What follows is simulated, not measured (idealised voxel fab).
Presented below is a process module, voxel fin reveal.
The cross-section on display is named cut; it measures 185 nm wide, and its cells are 5 nm squares.
How to read a cross-section here: the picture is a grid of square cells, written as bands going from the top down, and any band can span one or more rows of cells.
Quick guide to a band line: top height, bottom height (nm) up front; then every material left to right with its width in nm. Only one material and it's marked "everywhere"? Then it fills the band edge to edge. And "air" just means empty space.
Height is counted from the level 0, under which the received wafer is composed throughout of one material. The lowest of the bands is not closed at the bottom but continues downward, in the notation "0 nm and below".
Width spec "30..40" -> top row of cells at first value, bottom row at second value, equal per-row change in between.
"nothing was modified" after a step means that no cell of the cross-section changed.
So "Enclosed voids" is basically the list of trapped voids: any empty space of 8 cells or more that can't reach the top through an opening. They're written width x height at distance, the distance being from the left edge, and it's all nm.
Anything after a step's settings on that line? It's the simulator's own note about the step.
overlay nm, on a step with a mask: how far to the right of its planned place the mask lay; to the left if negative

List of planned process steps:
1. RECEIVE,material Si
2. CONFORMAL_DEP,material SiN,thk nm 10
3. PATTERN,tone cover,mask id FINS,material resist,width nm 15,pitch nm 40,thk nm 20,overlay nm 0
4. DIRECTIONAL_ETCH,etch materials SiN,depth nm 10
5. DIRECTIONAL_ETCH,etch materials Si,depth nm 35
6. STRIP,etch materials resist
7. OXIDIZE,depth nm 5
8. FILL_DEP,material SiO2,thk nm 10
9. CMP,height nm 10
10. SELECTIVE_ETCH,etch materials SiO2,depth nm 30
11. STRIP,etch materials SiN
12. CONFORMAL_DEP,material HfO2,thk nm 5

Run as planned: first of two wafers:

Incoming wafer in cross-section (state: after step 1):
  0 nm and below  Si everywhere
  Enclosed voids: none

Wafer section view after processing step 2:
  10 nm to 0 nm  SiN everywhere
  Heights below 0 show no change.

Wafer section view after processing step 3:
  30 nm to 10 nm  air=65  resist=15  air=25  resist=15  air=65
  Heights below 10 show no change.

Wafer section view after processing step 4:
  30 nm to 10 nm  air=65  resist=15  air=25  resist=15  air=65
  10 nm to 0 nm  air=65  SiN=15  air=25  SiN=15  air=65
  Heights below 0 show no change.

Wafer section view after processing step 5:
  30 nm to 10 nm  air=65  resist=15  air=25  resist=15  air=65
  10 nm to 0 nm  air=65  SiN=15  air=25  SiN=15  air=65
  0 nm to -35 nm  air=65  Si=15  air=25  Si=15  air=65
  Heights below -35 show no change.

Wafer section view after processing step 6:
  10 nm to 0 nm  air=65  SiN=15  air=25  SiN=15  air=65
  Heights below 0 show no change.

Wafer section view after processing step 7:
  10 nm to 0 nm  air=65  SiN=15  air=25  SiN=15  air=65
  0 nm to -35 nm  air=65  SiO2=5  Si=5  SiO2=5  air=25  SiO2=5  Si=5  SiO2=5  air=65
  -35 nm to -40 nm  SiO2=70  Si=5  SiO2=35  Si=5  SiO2=70
  Heights below -40 show no change.

Wafer section view after processing step 8:
  20 nm to 10 nm  SiO2 everywhere
  10 nm to 0 nm  SiO2=65  SiN=15  SiO2=25  SiN=15  SiO2=65
  0 nm to -40 nm  SiO2=70  Si=5  SiO2=35  Si=5  SiO2=70
  Heights below -40 show no change.

Wafer section view after processing step 9:
  10 nm to 0 nm  SiO2=65  SiN=15  SiO2=25  SiN=15  SiO2=65
  Heights below 0 show no change.

Wafer section view after processing step 10:
  10 nm to 0 nm  air=65  SiN=15  air=25  SiN=15  air=65
  0 nm to -20 nm  air=70  Si=5  air=35  Si=5  air=70
  Heights below -20 show no change.

Wafer section view after processing step 11:
  0 nm to -20 nm  air=70  Si=5  air=35  Si=5  air=70
  Heights below -20 show no change.

Wafer section view after processing step 12:
  5 nm to 0 nm  air=65  HfO2=15  air=25  HfO2=15  air=65
  0 nm to -15 nm  air=65  HfO2=5  Si=5  HfO2=5  air=25  HfO2=5  Si=5  HfO2=5  air=65
  -15 nm to -20 nm  HfO2=70  Si=5  HfO2=35  Si=5  HfO2=70
  Heights below -20 show no change.

Wafer two of the pair: same origin, same plan, one error during the run; identical to wafer one up to and including step 2:

Cross-section: second wafer, time at which step 3 was scheduled to end:
  30 nm to 10 nm  resist=65  air=15  resist=25  air=15  resist=65
  Heights below 10 show no change.

Cross-section: second wafer, time at which step 4 was scheduled to end:
  30 nm to 10 nm  resist=65  air=15  resist=25  air=15  resist=65
  10 nm to 0 nm  SiN=65  air=15  SiN=25  air=15  SiN=65
  Heights below 0 show no change.

Cross-section: second wafer, time at which step 5 was scheduled to end:
  30 nm to 10 nm  resist=65  air=15  resist=25  air=15  resist=65
  10 nm to 0 nm  SiN=65  air=15  SiN=25  air=15  SiN=65
  0 nm to -35 nm  Si=65  air=15  Si=25  air=15  Si=65
  Heights below -35 show no change.

Cross-section: second wafer, time at which step 6 was scheduled to end:
  10 nm to 0 nm  SiN=65  air=15  SiN=25  air=15  SiN=65
  Heights below 0 show no change.

Cross-section: second wafer, time at which step 7 was scheduled to end:
  10 nm to 0 nm  SiN=65  air=15  SiN=25  air=15  SiN=65
  0 nm to -35 nm  Si=60  SiO2=5  air=15  SiO2=5  Si=15  SiO2=5  air=15  SiO2=5  Si=60
  -35 nm to -40 nm  Si=60  SiO2=25  Si=15  SiO2=25  Si=60
  Heights below -40 show no change.

Cross-section: second wafer, time at which step 8 was scheduled to end:
  20 nm to 10 nm  SiO2 everywhere
  10 nm to 0 nm  SiN=65  SiO2=15  SiN=25  SiO2=15  SiN=65
  0 nm to -40 nm  Si=60  SiO2=25  Si=15  SiO2=25  Si=60
  Heights below -40 show no change.

Cross-section: second wafer, time at which step 9 was scheduled to end:
  10 nm to 0 nm  SiN=65  SiO2=15  SiN=25  SiO2=15  SiN=65
  Heights below 0 show no change.

Cross-section: second wafer, time at which step 10 was scheduled to end:
  10 nm to 0 nm  SiN=65  air=15  SiN=25  air=15  SiN=65
  0 nm to -20 nm  Si=60  air=25  Si=15  air=25  Si=60
  Heights below -20 show no change.

Cross-section: second wafer, time at which step 11 was scheduled to end:
  0 nm to -20 nm  Si=60  air=25  Si=15  air=25  Si=60
  Heights below -20 show no change.

Cross-section: second wafer, time at which step 12 was scheduled to end:
  5 nm to 0 nm  HfO2=65  air=15  HfO2=25  air=15  HfO2=65
  0 nm to -15 nm  Si=60  HfO2=5  air=15  HfO2=5  Si=15  HfO2=5  air=15  HfO2=5  Si=60
  -15 nm to -20 nm  Si=60  HfO2=25  Si=15  HfO2=25  Si=60
  Heights below -20 show no change.
Nonconformance to the process plan: off-plan run, step 3, actual operation and settings PATTERN,tone open,mask id FINS,material resist,width nm 15,pitch nm 40,thk nm 20,overlay nm 0
Once processing is complete, comparing cell counts shows that the second wafer has more or fewer of certain materials than the first: 200 more of Si; 100 fewer of SiO2
